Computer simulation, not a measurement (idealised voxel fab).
process module | voxel self aligned vias
cross-section cut | 170 nm wide | cells 5 nm
A cross-section is a grid of square cells, given in bands from the top down. A band is one or more rows of cells.
Each band's line starts with the height of the band's top and of its bottom, in nm. Then come its materials from left to right, each with its width in nm. One material with "throughout" fills the band from edge to edge. "air" is empty space.
Height 0 is the level under which the wafer as received is all one material. The lowest band goes on downwards, as in "0 down".
A width such as "30 to 40" changes by the same amount from each row of cells to the next, from the band's top row to its bottom row.
"no change" after a step means that no cell of the cross-section changed.
closed voids: empty space of 8 cells or more with no open way to the top, each as width x height at its distance from the left edge, in nm
after a step's settings: what the simulator itself notes on the step
overlay nm, on a step with a mask: how far to the right of its planned place the mask lay; to the left if negative
plan
1 op RECEIVE | material Si
2 op CONFORMAL_DEP | material SiO2 | thk nm 10
3 op CONFORMAL_DEP | material SiCN | thk nm 5
4 op DIRECTIONAL_DEP | material lowk | thk nm 20
5 op MASKED_ETCH | tone open | mask id LINES | width nm 30 | pitch nm 80 | etch materials lowk | depth nm 20 | overlay nm 0
6 op CONFORMAL_DEP | material TiN | thk nm 5
7 op FILL_DEP | material Ru | thk nm 10
8 op CMP | height nm 35
9 op SELECTIVE_ETCH | etch materials W Ru TiN | depth nm 5
10 op FILL_DEP | material SiN | thk nm 5
11 op CMP | height nm 35
12 op DIRECTIONAL_DEP | material lowk | thk nm 20
13 op DIRECTIONAL_DEP | material aC | thk nm 10
14 op PATTERN | tone open | mask id VIAS | material resist | width nm 50 | thk nm 30 | overlay nm 0
15 op DIRECTIONAL_ETCH | etch materials aC | depth nm 10
16 op STRIP | etch materials resist
17 op DIRECTIONAL_ETCH | etch materials lowk | depth nm 20
18 op DIRECTIONAL_ETCH | etch materials SiN | depth nm 5
19 op STRIP | etch materials aC
20 op CONFORMAL_DEP | material TiN | thk nm 5
21 op FILL_DEP | material Ru | thk nm 10
22 op CMP | height nm 55
23 op CONFORMAL_DEP | material SiCN | thk nm 5
as received, after step 1
  0 down: Si throughout
  closed voids: none
a wafer at the end: this start, this plan, one mistake
  60 to 55: SiCN throughout
  55 to 40: lowk 20 | TiN 5 | Ru 40 | TiN 5 | lowk 100
  40 to 35: lowk 20 | TiN 50 | lowk 100
  35 to 30: SiCN throughout
  30 to 10: lowk throughout
  10 to 0: SiO2 throughout
  0 down: Si throughout
  closed voids: none
what went wrong: steps 3 and 4 were swapped
